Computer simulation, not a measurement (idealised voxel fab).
process module | voxel plated lines
cross-section cut | 185 nm wide | cells 5 nm
A cross-section is a grid of square cells, given in bands from the top down. A band is one or more rows of cells.
Each band's line starts with the height of the band's top and of its bottom, in nm. Then come its materials from left to right, each with its width in nm. One material with "throughout" fills the band from edge to edge. "air" is empty space.
Height 0 is the level under which the wafer as received is all one material. The lowest band goes on downwards, as in "0 down".
A width such as "30 to 40" changes by the same amount from each row of cells to the next, from the band's top row to its bottom row.
"no change" after a step means that no cell of the cross-section changed.
closed voids: empty space of 8 cells or more with no open way to the top, each as width x height at its distance from the left edge, in nm
after a step's settings: what the simulator itself notes on the step
overlay nm, on a step with a mask: how far to the right of its planned place the mask lay; to the left if negative
plan
1 op RECEIVE | material Si
2 op CONFORMAL_DEP | material Al2O3 | thk nm 15
3 op DIRECTIONAL_DEP | material TiN | thk nm 5
4 op PATTERN | tone open | mask id LINES | material resist | width nm 20 | pitch nm 35 | thk nm 15 | overlay nm 0
5 op EPI | material Ru | thk nm 5
6 op STRIP | etch materials resist
7 op DIRECTIONAL_ETCH | etch materials TiN | depth nm 5
8 op CONFORMAL_DEP | material SiO2 | thk nm 5
as received, after step 1
  0 down: Si throughout
  closed voids: none
first wafer at the end, as planned
  30 to 25: air 40 | SiO2 30 | air 5 | SiO2 30 | air 5 | SiO2 30 | air 45
  25 to 20: air 40 | SiO2 5 | Ru 20 | SiO2 5 | air 5 | SiO2 5 | Ru 20 | SiO2 5 | air 5 | SiO2 5 | Ru 20 | SiO2 5 | air 45
  20 to 15: SiO2 45 | TiN 20 | SiO2 15 | TiN 20 | SiO2 15 | TiN 20 | SiO2 50
  15 to 0: Al2O3 throughout
  0 down: Si throughout
  closed voids: none
second wafer at the end: like start, like plan, one mistake
  30 to 25: air 45 | SiO2 30 | air 5 | SiO2 30 | air 5 | SiO2 30 | air 40
  25 to 20: air 45 | SiO2 5 | Ru 20 | SiO2 5 | air 5 | SiO2 5 | Ru 20 | SiO2 5 | air 5 | SiO2 5 | Ru 20 | SiO2 5 | air 40
  20 to 15: SiO2 50 | TiN 20 | SiO2 15 | TiN 20 | SiO2 15 | TiN 20 | SiO2 45
  15 to 0: Al2O3 throughout
  0 down: Si throughout
  closed voids: none
what went wrong: step 4 ran as: op PATTERN | tone open | mask id LINES | material resist | width nm 20 | pitch nm 35 | thk nm 15 | overlay nm 5
at the end the second wafer has, in cells: as many of each material as the first, in other places
